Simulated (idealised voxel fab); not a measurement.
A process module follows: voxel spacer lines.
Section shown: cut. Width: 255 nm. Cell size: 5 nm, square.
A cross-section in this document is a grid of square cells, and it is written down as bands, the top band listed before the ones below it; a band is made up of one or more rows of cells.
Band: top height; bottom height; in nm. Then, left to right: material with width in nm, for each material. "all across": a single material spanning edge to edge. "blank": empty space.
Counting heights begins at 0, where everything beneath is, in the wafer as received, one material. The lowest band has no bottom; it goes on downwards, as "0 and below" shows.
The notation "30->40" denotes a width that varies across the rows of cells in the band, beginning at the first number in the top row, finishing at the second number in the bottom row, and changing by an identical amount from each row to the next.
It should be understood that the words "no change", when stated for a given step, signify that the cross-section underwent no change in any of its cells during that step.
"Enclosed cavity list" - sealed voids, min. 8 cells, no opening to top; format: width x height at distance (distance from left edge; nm throughout).
Where a step's line continues beyond its settings, the continuation is a remark by the simulator itself on that step.
The "overlay nm" setting may appear on a step's line; for a step that uses a mask, it gives how far to the right of its planned position the mask lay, and a negative value indicates the left.
[The following list gives the planned process steps]
1) RECEIVE,material Si
2) CONFORMAL_DEP,material Al2O3,thk nm 10
3) DIRECTIONAL_DEP,material TiN,thk nm 10
4) DIRECTIONAL_DEP,material polySi,thk nm 30
5) PATTERN,tone cover,mask id MANDREL,material resist,width nm 15,pitch nm 60,thk nm 35,overlay nm 0
6) DIRECTIONAL_ETCH,etch materials polySi,depth nm 30
7) STRIP,etch materials resist
8) CONFORMAL_DEP,material SiO2,thk nm 10
9) DIRECTIONAL_ETCH,etch materials SiO2,depth nm 10
10) STRIP,etch materials polySi
11) DIRECTIONAL_ETCH,etch materials TiN,depth nm 10
12) STRIP,etch materials SiO2
13) FILL_DEP,material lowk,thk nm 5
14) CMP,height nm 20
Where the wafers of this document differ is in the width nm of step 5; they start out the same, and the plan states the value that applied to the first wafer.
[After step 1, as received: first of several wafers, cross-section]
0 and below | Si all across
Enclosed cavity list: none
[Per wafer, end of module: cells gained (+) or lost (-) per material since receipt, then closed voids]
width nm 15; +102 Al2O3; +16 TiN; +86 lowk; Enclosed cavity list: none
width nm 20; +102 Al2O3; +16 TiN; +86 lowk; Enclosed cavity list: none
width nm 25; +102 Al2O3; +16 TiN; +86 lowk; Enclosed cavity list: none
width nm 30; +102 Al2O3; +16 TiN; +86 lowk; Enclosed cavity list: none
width nm 35; +102 Al2O3; +16 TiN; +86 lowk; Enclosed cavity list: none
